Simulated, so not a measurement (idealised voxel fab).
process module | voxel transistor to metal
cross-section cut | 210 nm wide | cells 5 nm
A cross-section is a grid of square cells, given in bands from the top down. A band is one or more rows of cells.
Each band's line starts with the height of the band's top and of its bottom, in nm. Then come its materials from left to right, each with its width in nm. One material with "throughout" fills the band from edge to edge. "air" is empty space.
Height 0 is the level under which the wafer as received is all one material. The lowest band goes on downwards, as in "0 down".
A width such as "30 to 40" changes by the same amount from each row of cells to the next, from the band's top row to its bottom row.
"no change" after a step means that no cell of the cross-section changed.
closed voids: empty space of 8 cells or more with no open way to the top, each as width x height at its distance from the left edge, in nm
after a step's settings: what the simulator itself notes on the step
overlay nm, on a step with a mask: how far to the right of its planned place the mask lay; to the left if negative
plan
1 op RECEIVE | material Si
2 op CONFORMAL_DEP | material SiO2 | thk nm 5
3 op CONFORMAL_DEP | material SiN | thk nm 15
4 op DIRECTIONAL_DEP | material aC | thk nm 10
5 op PATTERN | tone cover | mask id ACTIVE | material resist | width nm 115 | thk nm 25 | overlay nm 0
6 op DIRECTIONAL_ETCH | etch materials aC | depth nm 10
7 op STRIP | etch materials resist
8 op DIRECTIONAL_ETCH | etch materials SiN | depth nm 15
9 op DIRECTIONAL_ETCH | etch materials SiO2 | depth nm 5
10 op DIRECTIONAL_ETCH | etch materials Si | depth nm 20
11 op STRIP | etch materials aC
12 op OXIDIZE | depth nm 5
13 op FILL_DEP | material SiO2 | thk nm 15
14 op CMP | height nm 20
15 op SELECTIVE_ETCH | etch materials SiO2 | depth nm 15
16 op STRIP | etch materials SiN
17 op SELECTIVE_ETCH | etch materials SiO2 | depth nm 5
18 op OXIDIZE | depth nm 5
19 op DIRECTIONAL_DEP | material polySi | thk nm 30
20 op DIRECTIONAL_DEP | material SiCN | thk nm 10
21 op PATTERN | tone cover | mask id GATE | material resist | width nm 25 | thk nm 20 | overlay nm 0
22 op DIRECTIONAL_ETCH | etch materials SiCN | depth nm 20
23 op DIRECTIONAL_ETCH | etch materials polySi | depth nm 40
24 op STRIP | etch materials resist
25 op CONFORMAL_DEP | material SiO2 | thk nm 5
26 op DIRECTIONAL_ETCH | etch materials SiO2 | depth nm 5
27 op CONFORMAL_DEP | material SiN | thk nm 5
28 op DIRECTIONAL_ETCH | etch materials SiN | depth nm 5
29 op DIRECTIONAL_ETCH | etch materials SiO2 | depth nm 5
30 op EPI | material SiGe | thk nm 5
31 op FILL_DEP | material SiO2 | thk nm 10
32 op CMP | height nm 40
33 op DIRECTIONAL_DEP | material SiO2 | thk nm 10
34 op MASKED_ETCH | tone open | mask id CONTACT | width nm 30 | pitch nm 65 | etch materials SiO2 | depth nm 50 | overlay nm 0
35 op CONFORMAL_DEP | material TiN | thk nm 5
36 op FILL_DEP | material W | thk nm 10
37 op CMP | height nm 50
38 op CONFORMAL_DEP | material SiN | thk nm 5
39 op DIRECTIONAL_DEP | material SiO2 | thk nm 20
40 op MASKED_ETCH | tone open | mask id METAL_1 | width nm 15 | pitch nm 80 | etch materials SiO2 | depth nm 20 | overlay nm 0
41 op MASKED_ETCH | tone open | mask id METAL_1 | width nm 15 | pitch nm 80 | etch materials SiN | depth nm 5 | overlay nm 0
42 op CONFORMAL_DEP | material TiN | thk nm 5
43 op FILL_DEP | material W | thk nm 10
44 op CMP | height nm 75
45 op EPI | material Ru | thk nm 5
46 op FILL_DEP | material SiCN | thk nm 5
as received, after step 1
  0 down: Si throughout
  closed voids: none
first wafer at the end, as planned
  85 to 80: SiCN throughout
  80 to 75: SiCN 50 | Ru 25 | SiCN 55 | Ru 25 | SiCN 55
  75 to 55: SiO2 55 | TiN 5 | W 5 | TiN 5 | SiO2 65 | TiN 5 | W 5 | TiN 5 | SiO2 60
  55 to 50: SiN 55 | TiN 15 | SiN 65 | TiN 15 | SiN 60
  50 to 40: SiO2 55 | TiN 5 | W 20 to 15 | TiN 5 to 10 | SiO2 35 | TiN 5 to 10 | W 20 to 15 | TiN 5 | SiO2 60
  40 to 30: SiO2 55 | TiN 5 | W 15 | TiN 5 | SiN 5 | SiO2 5 | SiCN 25 | SiO2 5 | SiN 5 | TiN 5 | W 15 | TiN 5 | SiO2 60
  30 to 5: SiO2 55 | TiN 5 | W 15 | TiN 5 | SiN 5 | SiO2 5 | polySi 25 | SiO2 5 | SiN 5 | TiN 5 | W 15 | TiN 5 | SiO2 60
  5 to 0: SiO2 55 | TiN 25 | SiN 5 | SiO2 5 | polySi 25 | SiO2 5 | SiN 5 | TiN 25 | SiO2 60
  0 to -5: SiO2 45 | SiGe 35 | SiO2 45 | SiGe 35 | SiO2 50
  -5 to -25: SiO2 50 | Si 105 | SiO2 55
  -25 down: Si throughout
  closed voids: none
second wafer at the end: like start, like plan, one mistake
  85 to 80: SiCN throughout
  80 to 75: SiCN 50 | Ru 25 | SiCN 55 | Ru 25 | SiCN 55
  75 to 55: SiO2 55 | TiN 5 | W 5 | TiN 5 | SiO2 65 | TiN 5 | W 5 | TiN 5 | SiO2 60
  55 to 50: SiN 55 | TiN 15 | SiN 65 | TiN 15 | SiN 60
  50 to 40: SiO2 55 | TiN 5 | W 20 to 15 | TiN 5 to 10 | SiO2 35 | TiN 5 to 10 | W 20 to 15 | TiN 5 | SiO2 60
  40 to 30: SiO2 55 | TiN 5 | W 15 | TiN 5 | SiN 5 | SiO2 5 | SiCN 25 | SiO2 5 | SiN 5 | TiN 5 | W 15 | TiN 5 | SiO2 60
  30 to 5: SiO2 55 | TiN 5 | W 15 | TiN 5 | SiN 5 | SiO2 5 | polySi 25 | SiO2 5 | SiN 5 | TiN 5 | W 15 | TiN 5 | SiO2 60
  5 to 0: SiO2 55 | TiN 25 | SiN 5 | SiO2 5 | polySi 25 | SiO2 5 | SiN 5 | TiN 25 | SiO2 60
  0 to -5: SiO2 40 | SiN 5 | SiO2 5 | SiGe 30 | SiO2 45 | SiGe 30 | SiO2 5 | SiN 5 | SiO2 45
  -5 to -15: SiO2 40 | SiN 5 | SiO2 10 | Si 95 | SiO2 10 | SiN 5 | SiO2 45
  -15 to -25: SiO2 55 to 50 | Si 95 to 105 | SiO2 60 to 55
  -25 down: Si throughout
  closed voids: none
what went wrong: step 15 was run twice
at the end the second wafer has, in cells: 6 fewer of Si | 2 fewer of SiGe | 6 more of SiN | 2 more of SiO2
